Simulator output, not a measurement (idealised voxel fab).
This is a process module. Its name is voxel capacitor over wiring.
The width of the displayed cross-section, cut, is 140 nm; its cells are square, with a size of 5 nm.
Square cells in a grid make up a cross-section in this document, and the grid is given as bands, listed from the top down, each one or more rows of cells.
Read a band's entry like this: the first values are the height of its top and the height of its bottom in nm, and what follows is the sequence of materials from left to right, each with its width in nm. Note that "air" is empty space, and that a single material marked "all across" reaches across the band from edge to edge.
Note: height 0 marks the level under which the wafer is uniformly one material as received. Lowest band unbounded below, written "0..down".
Quick explanation for "30 to 40": the width changes in equal steps down the rows of cells, from the first number in the band's top row to the second number in its bottom row.
Reading "remained the same" for a step: not a cell of the cross-section changed in it.
"Voids, enclosed": empty spaces of 8 cells or more with no open way to the top, each given as width x height at distance, distance from the left edge, all in nm.
Formally, on a step line, whatever follows the settings is a remark that the simulator itself makes on the step.
Regarding "overlay nm": on a step with a mask, it is the distance the mask lay to the right of its planned place; a negative value places it to the left.

The planned process steps are enumerated hereunder
- 1: RECEIVE,material Si
- 2: CONFORMAL_DEP,material SiO2,thk nm 10
- 3: CONFORMAL_DEP,material SiN,thk nm 5
- 4: DIRECTIONAL_DEP,material lowk,thk nm 20
- 5: MASKED_ETCH,tone open,mask id METAL_1,width nm 20,pitch nm 85,etch materials lowk,depth nm 20,overlay nm 0
- 6: MASKED_ETCH,tone open,mask id METAL_1,width nm 20,pitch nm 85,etch materials SiN,depth nm 5,overlay nm 0
- 7: CONFORMAL_DEP,material TiN,thk nm 5
- 8: FILL_DEP,material Ru,thk nm 10
- 9: CMP,height nm 35
- 10: CONFORMAL_DEP,material SiCN,thk nm 5
- 11: DIRECTIONAL_DEP,material SiO2,thk nm 10
- 12: MASKED_ETCH,tone open,mask id PLUG_1,width nm 15,etch materials SiO2,depth nm 10,overlay nm 0
- 13: MASKED_ETCH,tone open,mask id PLUG_1,width nm 15,etch materials SiCN,depth nm 5,overlay nm 0
- 14: EPI,material Ru,thk nm 10
- 15: EPI,material Ru,thk nm 5
- 16: DIRECTIONAL_DEP,material TiN,thk nm 5
- 17: DIRECTIONAL_DEP,material SiN,thk nm 5
- 18: DIRECTIONAL_DEP,material TiN,thk nm 10
- 19: DIRECTIONAL_DEP,material aC,thk nm 10
- 20: PATTERN,tone cover,mask id UPPER_PLATE,material resist,width nm 70,thk nm 30,overlay nm 0
- 21: DIRECTIONAL_ETCH,etch materials aC,depth nm 10
- 22: STRIP,etch materials resist
- 23: DIRECTIONAL_ETCH,etch materials TiN,depth nm 10
- 24: DIRECTIONAL_ETCH,etch materials SiN,depth nm 5
- 25: STRIP,etch materials aC
- 26: DIRECTIONAL_DEP,material aC,thk nm 15
- 27: PATTERN,tone cover,mask id LOWER_PLATE,material resist,width nm 80,thk nm 35,overlay nm 0
- 28: DIRECTIONAL_ETCH,etch materials aC,depth nm 15
- 29: STRIP,etch materials resist
- 30: DIRECTIONAL_ETCH,etch materials TiN,depth nm 5
- 31: STRIP,etch materials aC
- 32: FILL_DEP,material SiO2,thk nm 15
- 33: CMP,height nm 80
- 34: PATTERN,tone open,mask id PLUG_2,material resist,width nm 15,thk nm 15,overlay nm 0
- 35: DIRECTIONAL_ETCH,etch materials SiO2,depth nm 10
- 36: STRIP,etch materials resist
- 37: CONFORMAL_DEP,material TiN,thk nm 5
- 38: FILL_DEP,material Cu,thk nm 10
- 39: CMP,height nm 80
- 40: CONFORMAL_DEP,material SiN,thk nm 5

Cross-section: wafer on arrival = after step 1
* 0..down: Si all across
* Voids, enclosed: none

Wafer cross-section at end of module: start and plan as shown above, one execution error
* 85..80: SiN all across
* 80..75: 30 of SiO2; 5 of TiN; 5 of Cu; 5 of TiN; 95 of SiO2
* 75..70: 30 of SiO2; 15 of TiN; 95 of SiO2
* 70..60: 25 of SiO2; 70 of TiN; 45 of SiO2
* 60..55: 25 of SiO2; 70 of SiN; 45 of SiO2
* 55..50: 15 of SiO2; 80 of TiN; 45 of SiO2
* 50..40: 20 of SiO2; 15 of Ru; 105 of SiO2
* 40..35: 20 of SiCN; 15 of Ru; 105 of SiCN
* 35..15: 15 of lowk; 5 of TiN; 10 of Ru; 5 of TiN; 65 of lowk; 5 of TiN; 10 of Ru; 5 of TiN; 20 of lowk
* 15..10: 15 of SiN; 20 of TiN; 65 of SiN; 20 of TiN; 20 of SiN
* 10..0: SiO2 all across
* 0..down: Si all across
* Voids, enclosed: none
Against the plan, the run slipped here: step 20 was not run as planned; what actually ran was PATTERN,tone cover,mask id UPPER_PLATE,material resist,width nm 70,thk nm 30,overlay nm 5
